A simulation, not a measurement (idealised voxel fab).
Proc. module: voxel wiring stack
Each square cell in cross-section cut measures 5 nm, and the section as a whole is 155 nm wide.
Bands, listed from the top down, are how a cross-section gets written in this document; the cross-section itself is a grid of square cells, and a band is one or more rows of them. Band: top height; bottom height; in nm. Then, left to right: material with width in nm, for each material. "throughout": a single material spanning edge to edge. "air": empty space. Heads up on the height convention: 0 is the point under which the incoming wafer is all one material, and the lowest band has no bottom, it just keeps going down, like "z 0 and below". When a width is written as two numbers, as in "30 to 40", the first number is the width in the top row of cells of the band and the second is the width in its bottom row, and the width changes by the same amount from each row to the next. No cell of the cross-section changed in a step that is given as "everything unchanged". The list in "Closed void table" covers empty spaces of 8 cells or more that cannot reach the top through any open way, and it gives each as width x height at distance; the distance is from the left edge, and width, height and distance are in nm. Past the settings on a step's line: simulator remark, on that step. A step's line can hold "overlay nm"; with a mask on that step, the setting says how far right of the planned place the mask lay, while a negative setting says it lay to the left.
Below is the list of planned process steps:
- 1: RECEIVE,material Si
- 2: CONFORMAL_DEP,material SiO2,thk nm 10
- 3: CONFORMAL_DEP,material SiN,thk nm 5
- 4: DIRECTIONAL_DEP,material SiO2,thk nm 15
- 5: MASKED_ETCH,tone open,mask id METAL_1,width nm 30,pitch nm 60,etch materials SiO2,depth nm 15,overlay nm 0
- 6: MASKED_ETCH,tone open,mask id METAL_1,width nm 30,pitch nm 60,etch materials SiN,depth nm 5,overlay nm 0
- 7: CONFORMAL_DEP,material TiN,thk nm 5
- 8: FILL_DEP,material Ru,thk nm 10
- 9: CMP,height nm 30
- 10: CONFORMAL_DEP,material SiCN,thk nm 5
- 11: DIRECTIONAL_DEP,material lowk,thk nm 15
- 12: DIRECTIONAL_DEP,material aC,thk nm 10
- 13: PATTERN,tone open,mask id PLUG_1,material resist,width nm 15,thk nm 30,overlay nm 0
- 14: DIRECTIONAL_ETCH,etch materials aC,depth nm 10
- 15: STRIP,etch materials resist
- 16: DIRECTIONAL_ETCH,etch materials lowk,depth nm 15
- 17: DIRECTIONAL_ETCH,etch materials SiCN,depth nm 5
- 18: STRIP,etch materials aC
- 19: CONFORMAL_DEP,material TiN,thk nm 5
- 20: FILL_DEP,material Cu,thk nm 5
- 21: CMP,height nm 50
- 22: DIRECTIONAL_DEP,material TiN,thk nm 5
- 23: DIRECTIONAL_DEP,material W,thk nm 25
- 24: PATTERN,tone cover,mask id METAL_2,material resist,width nm 30,pitch nm 60,thk nm 20,overlay nm 0
- 25: DIRECTIONAL_ETCH,etch materials W,depth nm 25
- 26: DIRECTIONAL_ETCH,etch materials TiN,depth nm 5
- 27: STRIP,etch materials resist
- 28: FILL_DEP,material lowk,thk nm 10
- 29: CMP,height nm 80
- 30: CONFORMAL_DEP,material SiCN,thk nm 5
- 31: DIRECTIONAL_DEP,material SiO2,thk nm 30
- 32: MASKED_ETCH,tone open,mask id METAL_3_HOLES,width nm 15,etch materials SiO2,depth nm 30,overlay nm 0
- 33: MASKED_ETCH,tone open,mask id METAL_3,width nm 30,pitch nm 60,etch materials SiO2,depth nm 20,overlay nm 0
- 34: MASKED_ETCH,tone open,mask id METAL_3,width nm 30,pitch nm 60,etch materials SiCN,depth nm 5,overlay nm 0
- 35: CONFORMAL_DEP,material TiN,thk nm 5
- 36: FILL_DEP,material Ru,thk nm 10
- 37: CMP,height nm 115
- 38: CONFORMAL_DEP,material SiCN,thk nm 5
- 39: DIRECTIONAL_DEP,material lowk,thk nm 10
- 40: PATTERN,tone open,mask id PLUG_3,material resist,width nm 15,pitch nm 60,thk nm 15,overlay nm 0
- 41: DIRECTIONAL_ETCH,etch materials lowk,depth nm 10
- 42: DIRECTIONAL_ETCH,etch materials SiCN,depth nm 5
- 43: STRIP,etch materials resist
- 44: EPI,material Ru,thk nm 10
- 45: EPI,material Ru,thk nm 5
- 46: CONFORMAL_DEP,material SiCN,thk nm 5
- 47: DIRECTIONAL_DEP,material lowk,thk nm 20
- 48: PATTERN,tone open,mask id METAL_4,material resist,width nm 30,pitch nm 60,thk nm 15,overlay nm 0
- 49: DIRECTIONAL_ETCH,etch materials lowk,depth nm 20
- 50: DIRECTIONAL_ETCH,etch materials SiCN,depth nm 5
- 51: STRIP,etch materials resist
- 52: CONFORMAL_DEP,material TiN,thk nm 5
- 53: FILL_DEP,material Cu,thk nm 5
- 54: CMP,height nm 155
- 55: CONFORMAL_DEP,material SiCN,thk nm 5
Cross-section of the incoming wafer, state after step 1:
* z 0 and below: Si throughout
* Closed void table: none
Below is the wafer in cross-section after the module was completed. It began from the starting point shown above and followed the plan shown above, except that one mistake was made while running it:
* z 160 to 155: SiCN throughout
* z 155 to 135: 30 of lowk; 5 of TiN; 20 of Cu; 5 of TiN; 30 of lowk; 5 of TiN; 20 of Cu; 5 of TiN; 35 of lowk
* z 135 to 130: 30 of SiCN; 30 of TiN; 30 of SiCN; 30 of TiN; 35 of SiCN
* z 130 to 120: 30 of lowk; 15 of Ru; 45 of lowk; 15 of Ru; 50 of lowk
* z 120 to 115: 30 of SiCN; 15 of Ru; 45 of SiCN; 15 of Ru; 50 of SiCN
* z 115 to 110: 30 of SiCN; 30 of TiN; 30 of SiCN; 30 of TiN; 35 of SiCN
* z 110 to 80: SiO2 throughout
* z 80 to 55: 30 of lowk; 30 of W; 30 of lowk; 30 of W; 35 of lowk
* z 55 to 50: 30 of lowk; 30 of TiN; 30 of lowk; 30 of TiN; 35 of lowk
* z 50 to 35: 30 of lowk; 5 of TiN; 5 of Cu; 5 of TiN; 110 of lowk
* z 35 to 30: 30 of SiCN; 15 of TiN; 110 of SiCN
* z 30 to 15: 30 of SiO2; 5 of TiN; 20 of Ru; 5 of TiN; 30 of SiO2; 5 of TiN; 20 of Ru; 5 of TiN; 35 of SiO2
* z 15 to 10: 30 of SiN; 30 of TiN; 30 of SiN; 30 of TiN; 35 of SiN
* z 10 to 0: SiO2 throughout
* z 0 and below: Si throughout
* Closed void table: none
The mistake made against the process plan was this: step 30 ran in the slot meant for step 31, and vice versa
